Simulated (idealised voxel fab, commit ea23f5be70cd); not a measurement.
A process module follows: voxel spacer lines.
Xsec cut, 270 nm wide, square cell size 5 nm.
A cross-section is written here as square cells arranged in a grid, and it is given in bands from the top down, each band taking up one or more rows of cells. Per band: top height and bottom height in nm, followed by the left-to-right materials and their widths in nm; "everywhere" marks a single material spanning edge to edge, "empty" marks empty space. Height 0 is the level under which the wafer as received is all one material. The lowest band goes on downwards, as in "0 nm and below". So if you see something like "30..40" for the width, read it as the top row of the band sitting at the first number and the bottom row at the second, with every row in between moving by the same amount as the last. For the purposes of this document, the phrase "left unchanged" attached to a step denotes that no cell within the cross-section was modified by that step. What "Closed void roster" gives you is every empty space of 8 cells or more that is cut off from the top. Each appears as width x height at distance, with the distance taken from the left edge and width, height and distance all in nm. Where a step's line continues beyond its settings, the continuation is a remark by the simulator itself on that step. A step's line can hold "overlay nm"; with a mask on that step, the setting says how far right of the planned place the mask lay, while a negative setting says it lay to the left.

plan
| 1 | RECEIVE | material Si |
| 2 | CONFORMAL_DEP | material SiO2 | thk nm 10 |
| 3 | DIRECTIONAL_DEP | material W | thk nm 20 |
| 4 | DIRECTIONAL_DEP | material polySi | thk nm 25 |
| 5 | PATTERN | tone cover | mask id MANDREL | material resist | width nm 15 | pitch nm 60 | thk nm 35 | overlay nm 0 |
| 6 | DIRECTIONAL_ETCH | etch materials polySi | depth nm 25 |
| 7 | STRIP | etch materials resist |
| 8 | CONFORMAL_DEP | material SiN | thk nm 15 |
| 9 | DIRECTIONAL_ETCH | etch materials SiN | depth nm 15 |
| 10 | STRIP | etch materials polySi |
| 11 | DIRECTIONAL_ETCH | etch materials W | depth nm 20 |
| 12 | STRIP | etch materials SiN |
| 13 | FILL_DEP | material lowk | thk nm 5 |
| 14 | CMP | height nm 30 |
What sets these wafers apart? The width nm at step 5. They all start alike, and the plan carries the first wafer's value.

This is how the first of several wafers looked in cross-section when it arrived, which is after step 1
	0 nm and below | Si everywhere
	Closed void roster: none

So in this table every wafer gets its own row, and what you see is where it stands at the end of the module: for each material, how many cells it picked up (+) or gave up (-) since we received it, and after that its closed voids
width nm 15; +108 SiO2; +72 W; +144 lowk; Closed void roster: none
width nm 20; +108 SiO2; +72 W; +144 lowk; Closed void roster: none
width nm 25; +108 SiO2; +72 W; +144 lowk; Closed void roster: none
width nm 30; +108 SiO2; +72 W; +144 lowk; Closed void roster: none
